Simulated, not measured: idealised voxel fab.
Process module under the name voxel quadruple lines
Section shown: cut. Width: 255 nm. Cell size: 5 nm, square.
A cross-section is a grid of square cells, given in bands from the top down. A band is one or more rows of cells.
Band entry format. Leading values: height of top, height of bottom, nm. Remainder: materials in left-to-right order, each with its width in nm. Special words: "everywhere" on a single material, which then fills the band edge to edge; "empty", empty space.
The reference from which all heights are counted is 0, the level beneath which the as-received wafer is entirely one material; the lowest band, having no lower bound, proceeds downward and is written after the example "from 0 down".
Width spec "30..40" -> top row of cells at first value, bottom row at second value, equal per-row change in between.
Step note "changes: none" = no cross-section cell changed.
"Catalogued sealed voids" means: voids of 8 cells or more that are shut off from the top with no open way through. Written width x height at distance, distance from the left edge, in nm.
Past the settings on a step's line: simulator remark, on that step.
"overlay nm" on a masked step: distance the mask lay right of its planned place, negative for left.

These are the steps we planned for the process:
step 1: RECEIVE | material Si
step 2: CONFORMAL_DEP | material Al2O3 | thk nm 5
step 3: DIRECTIONAL_DEP | material W | thk nm 15
step 4: DIRECTIONAL_DEP | material polySi | thk nm 20
step 5: DIRECTIONAL_DEP | material aC | thk nm 20
step 6: PATTERN | tone cover | mask id MANDREL | material resist | width nm 20 | pitch nm 60 | thk nm 25 | overlay nm 0
step 7: DIRECTIONAL_ETCH | etch materials aC | depth nm 20
step 8: STRIP | etch materials resist
step 9: CONFORMAL_DEP | material SiO2 | thk nm 10
step 10: DIRECTIONAL_ETCH | etch materials SiO2 | depth nm 10
step 11: STRIP | etch materials aC
step 12: DIRECTIONAL_ETCH | etch materials polySi | depth nm 20
step 13: STRIP | etch materials SiO2
step 14: CONFORMAL_DEP | material SiN | thk nm 5
step 15: DIRECTIONAL_ETCH | etch materials SiN | depth nm 5
step 16: STRIP | etch materials polySi
step 17: DIRECTIONAL_ETCH | etch materials W | depth nm 15
step 18: STRIP | etch materials SiN
step 19: FILL_DEP | material lowk | thk nm 5
step 20: CMP | height nm 20

Cross-section of the incoming wafer, state after step 1:
* from 0 down  Si everywhere
* Catalogued sealed voids: none

Cross-sectional image of the first of two wafers at the end of the module, the run having proceeded as planned:
* from 20 to 5  lowk: 70; W: 5; lowk: 10; W: 5; lowk: 10; W: 5; lowk: 10; W: 5; lowk: 10; W: 5; lowk: 10; W: 5; lowk: 10; W: 5; lowk: 10; W: 5; lowk: 75
* from 5 to 0  Al2O3 everywhere
* from 0 down  Si everywhere
* Catalogued sealed voids: none

Cross-section at end of module for the second wafer of two, which matched the first in starting point and plan and differed by one mistake in its processing:
* from 20 to 5  lowk everywhere
* from 5 to 0  Al2O3 everywhere
* from 0 down  Si everywhere
* Catalogued sealed voids: none
Where did the run depart from the plan? contrary to plan, step 3 was performed as DIRECTIONAL_DEP | material lowk | thk nm 15
Final difference in cells, second wafer against first, listed per material as more or fewer: W: 24 fewer; lowk: 24 more
